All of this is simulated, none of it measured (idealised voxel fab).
The name of this process module is voxel self aligned contacts.
Cross-section cut spans 265 nm and uses square cells 5 nm in size.
In this document a cross-section is written as a grid of square cells. It is given as a series of bands, listed from the top down, and a band is one or more rows of cells.
The entry gives the band's vertical extent as a top height and a bottom height in nm, then its horizontal make-up as materials from left to right, each with a width in nm. "air" stands for empty space; a single material marked "everywhere" fills the band edge to edge.
It should be noted that heights are counted from 0, beneath which the wafer as supplied is of one material throughout, and that the lowest band possesses no lower boundary but continues downward, as written in "0..down".
So if you see something like "30..40" for the width, read it as the top row of the band sitting at the first number and the bottom row at the second, with every row in between moving by the same amount as the last.
What does "left unchanged" mean for a step? It means no cell of the cross-section changed in that step.
Heads up: "Sealed void listing" only lists the empty pockets with no open path to the top that are 8 cells or more, and it writes them as width x height at distance, distance from the left edge, in nm.
Whatever follows a step's settings on its line is a remark the simulator itself makes about that step.
Among the settings permitted on a step's line is "overlay nm"; applied to a step with a mask, it specifies the extent to which the mask lay to the right of its planned position, whereas a negative figure signifies a position to the left.

-- Steps planned for the process
step 1: RECEIVE, material Si
step 2: OXIDIZE, depth nm 5
step 3: DIRECTIONAL_DEP, material polySi, thk nm 20
step 4: DIRECTIONAL_DEP, material SiN, thk nm 15
step 5: PATTERN, tone cover, mask id GATE, material resist, width nm 35, pitch nm 70, thk nm 20, overlay nm 0
step 6: DIRECTIONAL_ETCH, etch materials SiN, depth nm 15
step 7: DIRECTIONAL_ETCH, etch materials polySi, depth nm 20
step 8: STRIP, etch materials resist
step 9: CONFORMAL_DEP, material SiN, thk nm 5
step 10: DIRECTIONAL_ETCH, etch materials SiN, depth nm 5
step 11: FILL_DEP, material SiO2, thk nm 15
step 12: CMP, height nm 40
step 13: PATTERN, tone open, mask id CONTACT, material resist, width nm 45, thk nm 15, overlay nm 0
step 14: DIRECTIONAL_ETCH, etch materials SiO2, depth nm 45
step 15: STRIP, etch materials resist
step 16: CONFORMAL_DEP, material TiN, thk nm 5
step 17: FILL_DEP, material Ru, thk nm 5
step 18: CMP, height nm 40
step 19: CONFORMAL_DEP, material SiN, thk nm 5

-- As-received wafer cross-section (after step 1)
> 0..down = Si everywhere
> Sealed void listing: none

-- First of two wafers: cross-section at end of module, run per plan
> 45..40 = SiN everywhere
> 40..35 = 110 SiO2, then 15 TiN, then 15 Ru, then 15 TiN, then 110 SiO2
> 35..20 = 75 SiO2, then 45 SiN, then 5 TiN, then 15 Ru, then 5 TiN, then 45 SiN, then 75 SiO2
> 20..0 = 75 SiO2, then 5 SiN, then 35 polySi, then 5 SiN, then 5 TiN, then 15 Ru, then 5 TiN, then 5 SiN, then 35 polySi, then 5 SiN, then 75 SiO2
> 0..-5 = 120 SiO2, then 25 TiN, then 120 SiO2
> -5..down = Si everywhere
> Sealed void listing: none

-- Second wafer of the two, sectioned at the end of the module. It began like the first and followed the same plan, but one mistake was made while running it
> 45..20 = SiN everywhere
> 20..0 = 80 SiN, then 35 polySi, then 35 SiN, then 35 polySi, then 80 SiN
> 0..-5 = SiO2 everywhere
> -5..down = Si everywhere
> Sealed void listing: none
Against the plan, the run slipped here: step 11 ran as: FILL_DEP, material SiN, thk nm 15
In the final state, the cell counts of the second wafer exceed or fall short of those of the first for the following materials: Ru: 24 fewer; SiN: 298 more; SiO2: 249 fewer; TiN: 25 fewer
